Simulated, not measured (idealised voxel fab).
Process module name: voxel ribs on slabs
Square cells of 5 nm make up the cross-section cut, whose width is 155 nm.
Notation: cross-section as square-cell grid; stated in bands, top first, going down; one or more cell rows per band.
Per band: top height and bottom height in nm, followed by the left-to-right materials and their widths in nm; "edge to edge" marks a single material spanning edge to edge, "air" marks empty space.
Note: height 0 marks the level under which the wafer is uniformly one material as received. Lowest band unbounded below, written "top 0, no bottom".
It should be noted that a width expressed as "30..40" varies in equal increments from row to row of cells within the band, taking the value of the first number at the top row and that of the second number at the bottom row.
The designation "remained unchanged", where it is given for a processing step, indicates that no cell of the cross-section was altered in the course of that step.
"Sealed internal voids" - sealed voids, min. 8 cells, no opening to top; format: width x height at distance (distance from left edge; nm throughout).
Note: text after step settings on the step line = simulator remark on that step.
For masked steps, "overlay nm" on the step line gives how far right of plan the mask actually lay; a minus sign means it lay to the left.

Set out below are the planned steps of the process:
1,op RECEIVE | material Si
2,op DIRECTIONAL_DEP | material SiO2 | thk nm 20
3,op DIRECTIONAL_DEP | material polySi | thk nm 20
4,op PATTERN | tone cover | mask id RIB | material resist | width nm 15 | thk nm 15 | overlay nm 0
5,op DIRECTIONAL_ETCH | etch materials polySi | depth nm 5
6,op STRIP | etch materials resist
7,op MASKED_ETCH | tone cover | mask id SLAB | width nm 75 | etch materials polySi | depth nm 15 | overlay nm 0
8,op FILL_DEP | material SiO2 | thk nm 30
9,op CMP | height nm 60
10,op DIRECTIONAL_DEP | material W | thk nm 5
11,op DIRECTIONAL_DEP | material aC | thk nm 15
12,op PATTERN | tone cover | mask id HEATER | material resist | width nm 25 | thk nm 35 | overlay nm 0
13,op DIRECTIONAL_ETCH | etch materials aC | depth nm 15
14,op STRIP | etch materials resist
15,op DIRECTIONAL_ETCH | etch materials W | depth nm 5
16,op STRIP | etch materials aC
17,op CONFORMAL_DEP | material SiN | thk nm 10

Cross-sectional view of the wafer in its as-received condition, corresponding to the state after step 1:
> top 0, no bottom  Si edge to edge
> Sealed internal voids: none

End state of the module in cross-section, given the above starting point and plan and one mistake in execution:
> top 75, bottom 70  air (55), SiN (45), air (55)
> top 70, bottom 65  SiN edge to edge
> top 65, bottom 60  SiN (65), W (25), SiN (65)
> top 60, bottom 40  SiO2 edge to edge
> top 40, bottom 35  SiO2 (60), polySi (15), SiO2 (80)
> top 35, bottom 20  SiO2 (40), polySi (75), SiO2 (40)
> top 20, bottom 0  SiO2 edge to edge
> top 0, no bottom  Si edge to edge
> Sealed internal voids: none
Run error: heads up, step 4 didn't go per plan, it actually ran as op PATTERN | tone cover | mask id RIB | material resist | width nm 15 | thk nm 15 | overlay nm -10
